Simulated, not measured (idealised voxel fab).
process module | voxel released beams
cross-section cut | 155 nm wide | cells 5 nm
A cross-section is a grid of square cells, given in bands from the top down. A band is one or more rows of cells.
Each band's line starts with the height of the band's top and of its bottom, in nm. Then come its materials from left to right, each with its width in nm. One material with "throughout" fills the band from edge to edge. "air" is empty space.
Height 0 is the level under which the wafer as received is all one material. The lowest band goes on downwards, as in "0 down".
A width such as "30 to 40" changes by the same amount from each row of cells to the next, from the band's top row to its bottom row.
"no change" after a step means that no cell of the cross-section changed.
closed voids: empty space of 8 cells or more with no open way to the top, each as width x height at its distance from the left edge, in nm
after a step's settings: what the simulator itself notes on the step
overlay nm, on a step with a mask: how far to the right of its planned place the mask lay; to the left if negative
plan
1 op RECEIVE | material Si
2 op CONFORMAL_DEP | material Al2O3 | thk nm 10
3 op DIRECTIONAL_DEP | material SiO2 | thk nm 10
4 op DIRECTIONAL_DEP | material aC | thk nm 15
5 op PATTERN | tone open | mask id ANCHOR | material resist | width nm 40 | thk nm 35 | overlay nm 0
6 op DIRECTIONAL_ETCH | etch materials aC | depth nm 15
7 op STRIP | etch materials resist
8 op DIRECTIONAL_ETCH | etch materials SiO2 | depth nm 10
9 op STRIP | etch materials aC
10 op CONFORMAL_DEP | material SiN | thk nm 15
11 op MASKED_ETCH | tone cover | mask id BEAM | width nm 90 | etch materials SiN | depth nm 15 | overlay nm 0
12 op STRIP | etch materials SiO2
first wafer, as planned
as received, after step 1
  0 down: Si throughout
  closed voids: none
after step 2
  10 to 0: Al2O3 throughout
  below 0: unchanged
after step 3
  20 to 10: SiO2 throughout
  below 10: unchanged
after step 4
  35 to 20: aC throughout
  below 20: unchanged
after step 5
  70 to 35: resist 35 | air 40 | resist 80
  below 35: unchanged
after step 6
  55 to 35: resist 35 | air 40 | resist 80
  35 to 20: aC 35 | air 40 | aC 80
  below 20: unchanged
after step 7
  35 to 20: aC 35 | air 40 | aC 80
  below 20: unchanged
after step 8
  35 to 20: aC 35 | air 40 | aC 80
  20 to 10: SiO2 35 | air 40 | SiO2 80
  below 10: unchanged
after step 9
  20 to 10: SiO2 35 | air 40 | SiO2 80
  below 10: unchanged
after step 10
  35 to 25: SiN 50 | air 10 | SiN 95
  25 to 20: SiN throughout
  20 to 10: SiO2 35 | SiN 40 | SiO2 80
  below 10: unchanged
after step 11
  35 to 25: air 30 | SiN 20 | air 10 | SiN 60 | air 35
  25 to 20: air 30 | SiN 90 | air 35
  below 20: unchanged
after step 12
  35 to 25: air 30 | SiN 20 | air 10 | SiN 60 | air 35
  25 to 20: air 30 | SiN 90 | air 35
  20 to 10: air 35 | SiN 40 | air 80
  below 10: unchanged
second wafer: like start, like plan, one mistake. Through step 1 it matches the first wafer
when step 2 should have ended
  10 to 0: SiO2 throughout
  below 0: unchanged
when step 3 should have ended
  20 to 10: Al2O3 throughout
  below 10: unchanged
when step 4 should have ended
  35 to 20: aC throughout
  below 20: unchanged
when step 5 should have ended
  70 to 35: resist 35 | air 40 | resist 80
  below 35: unchanged
when step 6 should have ended
  55 to 35: resist 35 | air 40 | resist 80
  35 to 20: aC 35 | air 40 | aC 80
  below 20: unchanged
when step 7 should have ended
  35 to 20: aC 35 | air 40 | aC 80
  below 20: unchanged
when step 8 should have ended: no change
when step 9 should have ended
  20 to 10: Al2O3 throughout
  below 10: unchanged
when step 10 should have ended
  35 to 20: SiN throughout
  below 20: unchanged
when step 11 should have ended
  35 to 20: air 30 | SiN 90 | air 35
  below 20: unchanged
when step 12 should have ended: no change
what went wrong: steps 2 and 3 were swapped
at the end the second wafer has, in cells: 12 fewer of SiN | 62 more of SiO2
